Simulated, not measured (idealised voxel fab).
voxel transistor to metal: a process module
Cross-section cut spans 250 nm and uses square cells 5 nm in size.
Cross-section = grid of square cells, listed top down in bands; band = one or more rows. For a band, the entry starts with two heights in nm, that of the top and then that of the bottom, and carries on with the band's materials in order from left to right, each alongside its width in nm; the word "throughout" beside a single material means it fills the band edge to edge, and "empty" means empty space. The reference from which all heights are counted is 0, the level beneath which the as-received wafer is entirely one material; the lowest band, having no lower bound, proceeds downward and is written after the example "0 nm and below". So if you see something like "30..40" for the width, read it as the top row of the band sitting at the first number and the bottom row at the second, with every row in between moving by the same amount as the last. The designation "remained unchanged", where it is given for a processing step, indicates that no cell of the cross-section was altered in the course of that step. Closed empty spaces (no open way to the top) of 8 cells or more are what "Closed-off voids" lists, each as width x height at distance from the left edge, nm for all three. Post-settings text on a step line: simulator's own remark regarding the step. On any step carrying a mask, the "overlay nm" setting, if present on the step's line, tells how far right of its planned place the mask lay; negative values point to the left.

### Intended process steps
| 1 | RECEIVE: material Si |
| 2 | CONFORMAL_DEP: material SiO2, thk nm 5 |
| 3 | CONFORMAL_DEP: material SiN, thk nm 10 |
| 4 | PATTERN: tone cover, mask id ACTIVE, material resist, width nm 95, pitch nm 125, thk nm 15, overlay nm 0 |
| 5 | DIRECTIONAL_ETCH: etch materials SiN, depth nm 10 |
| 6 | DIRECTIONAL_ETCH: etch materials SiO2, depth nm 5 |
| 7 | DIRECTIONAL_ETCH: etch materials Si, depth nm 25 |
| 8 | STRIP: etch materials resist |
| 9 | FILL_DEP: material SiO2, thk nm 5 |
| 10 | CMP: height nm 15 |
| 11 | SELECTIVE_ETCH: etch materials SiO2, depth nm 5 |
| 12 | STRIP: etch materials SiN |
| 13 | SELECTIVE_ETCH: etch materials SiO2, depth nm 5 |
| 14 | OXIDIZE: depth nm 5 |
| 15 | DIRECTIONAL_DEP: material polySi, thk nm 25 |
| 16 | DIRECTIONAL_DEP: material SiCN, thk nm 15 |
| 17 | PATTERN: tone cover, mask id GATE, material resist, width nm 25, pitch nm 125, thk nm 20, overlay nm 0 |
| 18 | DIRECTIONAL_ETCH: etch materials SiCN, depth nm 25 |
| 19 | DIRECTIONAL_ETCH: etch materials polySi, depth nm 35 |
| 20 | STRIP: etch materials resist |
| 21 | CONFORMAL_DEP: material SiO2, thk nm 5 |
| 22 | DIRECTIONAL_ETCH: etch materials SiO2, depth nm 5 |
| 23 | CONFORMAL_DEP: material SiN, thk nm 10 |
| 24 | DIRECTIONAL_ETCH: etch materials SiN, depth nm 10 |
| 25 | DIRECTIONAL_ETCH: etch materials SiO2, depth nm 5 |
| 26 | DIRECTIONAL_ETCH: etch materials Si, depth nm 5 |
| 27 | EPI: material pSi, thk nm 10 |
| 28 | FILL_DEP: material SiO2, thk nm 10 |
| 29 | CMP: height nm 30 |
| 30 | DIRECTIONAL_DEP: material SiO2, thk nm 15 |
| 31 | DIRECTIONAL_DEP: material aC, thk nm 10 |
| 32 | PATTERN: tone open, mask id CONTACT, material resist, width nm 25, thk nm 25, overlay nm 0 |
| 33 | DIRECTIONAL_ETCH: etch materials aC, depth nm 10 |
| 34 | STRIP: etch materials resist |
| 35 | DIRECTIONAL_ETCH: etch materials SiO2, depth nm 50 |
| 36 | STRIP: etch materials aC |
| 37 | CONFORMAL_DEP: material TiN, thk nm 5 |
| 38 | FILL_DEP: material Ru, thk nm 5 |
| 39 | CMP: height nm 55 |
| 40 | DIRECTIONAL_DEP: material TiN, thk nm 5 |
| 41 | DIRECTIONAL_DEP: material Ru, thk nm 25 |
| 42 | MASKED_ETCH: tone cover, mask id METAL_1, width nm 15, etch materials Ru, depth nm 25, overlay nm 0 |
| 43 | MASKED_ETCH: tone cover, mask id METAL_1, width nm 15, etch materials TiN, depth nm 5, overlay nm 0 |
| 44 | CONFORMAL_DEP: material SiN, thk nm 5 |
| 45 | FILL_DEP: material lowk, thk nm 10 |
| 46 | CMP: height nm 85 |
| 47 | CONFORMAL_DEP: material SiCN, thk nm 5 |
| 48 | DIRECTIONAL_DEP: material lowk, thk nm 30 |
| 49 | MASKED_ETCH: tone open, mask id METAL_2, width nm 15, pitch nm 125, etch materials lowk, depth nm 20, overlay nm 0 |
| 50 | DIRECTIONAL_DEP: material aC, thk nm 15 |
| 51 | PATTERN: tone open, mask id METAL_2_HOLES, material resist, width nm 15, pitch nm 125, thk nm 30, overlay nm 0 |
| 52 | DIRECTIONAL_ETCH: etch materials aC, depth nm 15 |
| 53 | STRIP: etch materials resist |
| 54 | DIRECTIONAL_ETCH: etch materials lowk, depth nm 10 |
| 55 | DIRECTIONAL_ETCH: etch materials SiCN, depth nm 5 |
| 56 | STRIP: etch materials aC |
| 57 | CONFORMAL_DEP: material TiN, thk nm 5 |
| 58 | FILL_DEP: material Ru, thk nm 5 |
| 59 | CMP: height nm 120 |
| 60 | CONFORMAL_DEP: material SiN, thk nm 5 |
varied across the wafers: height nm of step 29. The plan shows the first wafer's value. All wafers start alike

### The first of several wafers as received, shown in cross-section; this is its state after step 1
> 0 nm and below = Si throughout
> Closed-off voids: none

### End of module: cross-section of the first of several wafers after step 60, the last step
> 125 nm to 120 nm = SiN throughout
> 120 nm to 90 nm = lowk (20) / TiN (5) / Ru (5) / TiN (5) / lowk (110) / TiN (5) / Ru (5) / TiN (5) / lowk (90)
> 90 nm to 85 nm = SiCN (20) / TiN (15) / SiCN (110) / TiN (15) / SiCN (90)
> 85 nm to 60 nm = lowk (15) / SiN (5) / Ru (15) / SiN (5) / lowk (45) / SiN (5) / Ru (15) / SiN (5) / lowk (30) / SiN (5) / Ru (15) / SiN (5) / lowk (45) / SiN (5) / Ru (15) / SiN (5) / lowk (15)
> 60 nm to 55 nm = SiN (20) / TiN (15) / SiN (55) / TiN (15) / SiN (40) / TiN (15) / SiN (55) / TiN (15) / SiN (20)
> 55 nm to 50 nm = Ru throughout
> 50 nm to 45 nm = TiN (25) / Ru (15) / TiN (45) / Ru (15) / TiN (50) / Ru (15) / TiN (45) / Ru (15) / TiN (25)
> 45 nm to 35 nm = SiO2 (20) / TiN (5) / Ru (15) / TiN (5) / SiO2 (35) / TiN (5) / Ru (15) / TiN (5) / SiO2 (40) / TiN (5) / Ru (15) / TiN (5) / SiO2 (35) / TiN (5) / Ru (15) / TiN (5) / SiO2 (20)
> 35 nm to 30 nm = SiO2 (20) / TiN (5) / Ru (5) / TiN (15) / SiO2 (35) / TiN (15) / Ru (5) / TiN (5) / SiO2 (40) / TiN (5) / Ru (5) / TiN (15) / SiO2 (35) / TiN (15) / Ru (5) / TiN (5) / SiO2 (20)
> 30 nm to 25 nm = SiO2 (20) / TiN (5) / Ru (5) / TiN (5) / SiN (10) / SiO2 (5) / SiCN (25) / SiO2 (5) / SiN (10) / TiN (5) / Ru (5) / TiN (5) / SiO2 (40) / TiN (5) / Ru (5) / TiN (5) / SiN (10) / SiO2 (5) / SiCN (25) / SiO2 (5) / SiN (10) / TiN (5) / Ru (5) / TiN (5) / SiO2 (20)
> 25 nm to 10 nm = SiO2 (20) / TiN (5) / Ru (5) / TiN (5) / SiN (10) / SiO2 (5) / polySi (25) / SiO2 (5) / SiN (10) / TiN (5) / Ru (5) / TiN (5) / SiO2 (40) / TiN (5) / Ru (5) / TiN (5) / SiN (10) / SiO2 (5) / polySi (25) / SiO2 (5) / SiN (10) / TiN (5) / Ru (5) / TiN (5) / SiO2 (20)
> 10 nm to 5 nm = SiO2 (20) / TiN (15) / SiN (10) / SiO2 (5) / polySi (25) / SiO2 (5) / SiN (10) / TiN (15) / SiO2 (40) / TiN (15) / SiN (10) / SiO2 (5) / polySi (25) / SiO2 (5) / SiN (10) / TiN (15) / SiO2 (20)
> 5 nm to 0 nm = SiO2 (15) / SiN (10) / pSi (10) / SiN (10) / SiO2 (5) / polySi (25) / SiO2 (5) / SiN (10) / pSi (10) / SiN (10) / SiO2 (30) / SiN (10) / pSi (10) / SiN (10) / SiO2 (5) / polySi (25) / SiO2 (5) / SiN (10) / pSi (10) / SiN (10) / SiO2 (15)
> 0 nm to -5 nm = SiO2 (25) / pSi (10) / SiO2 (55) / pSi (10) / SiO2 (50) / pSi (10) / SiO2 (55) / pSi (10) / SiO2 (25)
> -5 nm to -10 nm = SiO2 (15) / Si (10) / pSi (10) / Si (55) / pSi (10) / Si (10) / SiO2 (30) / Si (10) / pSi (10) / Si (55) / pSi (10) / Si (10) / SiO2 (15)
> -10 nm to -25 nm = SiO2 (15) / Si (95) / SiO2 (30) / Si (95) / SiO2 (15)
> -25 nm and below = Si throughout
> Closed-off voids: none

### Last wafer, end of module, cross-section
> 125 nm to 120 nm = SiN throughout
> 120 nm to 90 nm = lowk (20) / TiN (5) / Ru (5) / TiN (5) / lowk (110) / TiN (5) / Ru (5) / TiN (5) / lowk (90)
> 90 nm to 85 nm = SiCN (20) / TiN (15) / SiCN (110) / TiN (15) / SiCN (90)
> 85 nm to 60 nm = lowk (15) / SiN (5) / Ru (15) / SiN (5) / lowk (45) / SiN (5) / Ru (15) / SiN (5) / lowk (30) / SiN (5) / Ru (15) / SiN (5) / lowk (45) / SiN (5) / Ru (15) / SiN (5) / lowk (15)
> 60 nm to 55 nm = SiN (20) / TiN (15) / SiN (55) / TiN (15) / SiN (40) / TiN (15) / SiN (55) / TiN (15) / SiN (20)
> 55 nm to 45 nm = SiO2 (20) / TiN (5) / Ru (15) / TiN (5) / SiO2 (35) / TiN (5) / Ru (15) / TiN (5) / SiO2 (40) / TiN (5) / Ru (15) / TiN (5) / SiO2 (35) / TiN (5) / Ru (15) / TiN (5) / SiO2 (20)
> 45 nm to 40 nm = SiO2 (20) / TiN (5) / Ru (5) / TiN (15) / SiO2 (35) / TiN (15) / Ru (5) / TiN (5) / SiO2 (40) / TiN (5) / Ru (5) / TiN (15) / SiO2 (35) / TiN (15) / Ru (5) / TiN (5) / SiO2 (20)
> 40 nm to 25 nm = SiO2 (20) / TiN (5) / Ru (5) / TiN (5) / SiN (10) / SiO2 (5) / SiCN (25) / SiO2 (5) / SiN (10) / TiN (5) / Ru (5) / TiN (5) / SiO2 (40) / TiN (5) / Ru (5) / TiN (5) / SiN (10) / SiO2 (5) / SiCN (25) / SiO2 (5) / SiN (10) / TiN (5) / Ru (5) / TiN (5) / SiO2 (20)
> 25 nm to 20 nm = SiO2 (20) / TiN (5) / Ru (5) / TiN (5) / SiN (10) / SiO2 (5) / polySi (25) / SiO2 (5) / SiN (10) / TiN (5) / Ru (5) / TiN (5) / SiO2 (40) / TiN (5) / Ru (5) / TiN (5) / SiN (10) / SiO2 (5) / polySi (25) / SiO2 (5) / SiN (10) / TiN (5) / Ru (5) / TiN (5) / SiO2 (20)
> 20 nm to 15 nm = SiO2 (20) / TiN (15) / SiN (10) / SiO2 (5) / polySi (25) / SiO2 (5) / SiN (10) / TiN (15) / SiO2 (40) / TiN (15) / SiN (10) / SiO2 (5) / polySi (25) / SiO2 (5) / SiN (10) / TiN (15) / SiO2 (20)
> 15 nm to 5 nm = SiO2 (35) / SiN (10) / SiO2 (5) / polySi (25) / SiO2 (5) / SiN (10) / SiO2 (70) / SiN (10) / SiO2 (5) / polySi (25) / SiO2 (5) / SiN (10) / SiO2 (35)
> 5 nm to 0 nm = SiO2 (15) / SiN (10) / pSi (10) / SiN (10) / SiO2 (5) / polySi (25) / SiO2 (5) / SiN (10) / pSi (10) / SiN (10) / SiO2 (30) / SiN (10) / pSi (10) / SiN (10) / SiO2 (5) / polySi (25) / SiO2 (5) / SiN (10) / pSi (10) / SiN (10) / SiO2 (15)
> 0 nm to -5 nm = SiO2 (25) / pSi (10) / SiO2 (55) / pSi (10) / SiO2 (50) / pSi (10) / SiO2 (55) / pSi (10) / SiO2 (25)
> -5 nm to -10 nm = SiO2 (15) / Si (10) / pSi (10) / Si (55) / pSi (10) / Si (10) / SiO2 (30) / Si (10) / pSi (10) / Si (55) / pSi (10) / Si (10) / SiO2 (15)
> -10 nm to -25 nm = SiO2 (15) / Si (95) / SiO2 (30) / Si (95) / SiO2 (15)
> -25 nm and below = Si throughout
> Closed-off voids: none

### Row per wafer, end-of-module: cell gain (+)/loss (-) by material since the wafer came in, then closed voids
height nm 30; +178 Ru; -106 Si; +54 SiCN; +184 SiN; +296 SiO2; +156 TiN; +414 lowk; +24 pSi; +50 polySi; Closed-off voids: none
height nm 35; +132 Ru; -106 Si; +64 SiCN; +192 SiN; +316 SiO2; +164 TiN; +414 lowk; +24 pSi; +50 polySi; Closed-off voids: none
height nm 40; +124 Ru; -106 Si; +74 SiCN; +200 SiN; +336 SiO2; +134 TiN; +414 lowk; +24 pSi; +50 polySi; Closed-off voids: none
height nm 45; +120 Ru; -106 Si; +74 SiCN; +200 SiN; +348 SiO2; +126 TiN; +414 lowk; +24 pSi; +50 polySi; Closed-off voids: none
height nm 50; +116 Ru; -106 Si; +74 SiCN; +200 SiN; +360 SiO2; +118 TiN; +414 lowk; +24 pSi; +50 polySi; Closed-off voids: none
